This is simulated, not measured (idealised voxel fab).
Module name: voxel trench capacitor (process module)
Each square cell in cross-section cut measures 5 nm, and the section as a whole is 245 nm wide.
Each cross-section below is a grid of square cells, stated as bands in top-down order, with one or more rows of cells making up each band.
Top, bottom (nm), then materials left to right with widths (nm); lone material tagged "edge to edge" fills the whole band edge to edge; "air" = empty space.
Ref level 0: as-received wafer is one material below here. Bottom band extends down with no lower bound ("0 down").
Width: "30..40" (first number = top row, second number = bottom row, same change from row to row of cells).
Basically "identical to before" means that step didn't change any cell in the cross-section.
Each empty space that has no open way to the top and spans at least 8 cells appears under "Completely enclosed voids" as width x height at distance, the distance counted from the left edge, all in nm.
Past the settings on a step's line: simulator remark, on that step.
"overlay nm" answers the question of how far to the right of plan the mask lay on a step that has a mask, and when it is negative the answer is to the left.

Planned process steps
1,RECEIVE (material Si)
2,CONFORMAL_DEP (material SiN; thk nm 10)
3,DIRECTIONAL_DEP (material aC; thk nm 10)
4,PATTERN (tone open; mask id TRENCH; material resist; width nm 15; pitch nm 40; thk nm 30; overlay nm -15)
5,DIRECTIONAL_ETCH (etch materials aC; depth nm 10)
6,STRIP (etch materials resist)
7,DIRECTIONAL_ETCH (etch materials SiN; depth nm 10)
8,DIRECTIONAL_ETCH (etch materials Si; depth nm 35)
9,STRIP (etch materials aC)
10,CONFORMAL_DEP (material Al2O3; thk nm 5)
11,FILL_DEP (material polySi; thk nm 10)
12,CMP (height nm 10)
Among the wafers covered here, the point of difference is the overlay nm at step 4; their starting state is shared, and the plan presents the value of the first wafer.

Cut through the first of several wafers as received, post step 1
> 0 down | Si edge to edge
> Completely enclosed voids: none

The table below has one row for each wafer; a row shows, as of the end of the module, how many cells of each material the wafer has gained, marked (+), or lost, marked (-), since it was received, and then the wafer's closed voids
overlay nm -15 | +57 Al2O3 | -63 Si | +80 SiN | +24 polySi | Completely enclosed voids: none
overlay nm -10 | +57 Al2O3 | -63 Si | +80 SiN | +24 polySi | Completely enclosed voids: none
overlay nm -5 | +57 Al2O3 | -63 Si | +80 SiN | +24 polySi | Completely enclosed voids: none
overlay nm 0 | +57 Al2O3 | -63 Si | +80 SiN | +24 polySi | Completely enclosed voids: none
overlay nm 5 | +57 Al2O3 | -63 Si | +80 SiN | +24 polySi | Completely enclosed voids: none
overlay nm 10 | +57 Al2O3 | -63 Si | +80 SiN | +24 polySi | Completely enclosed voids: none
overlay nm 15 | +57 Al2O3 | -63 Si | +80 SiN | +24 polySi | Completely enclosed voids: none
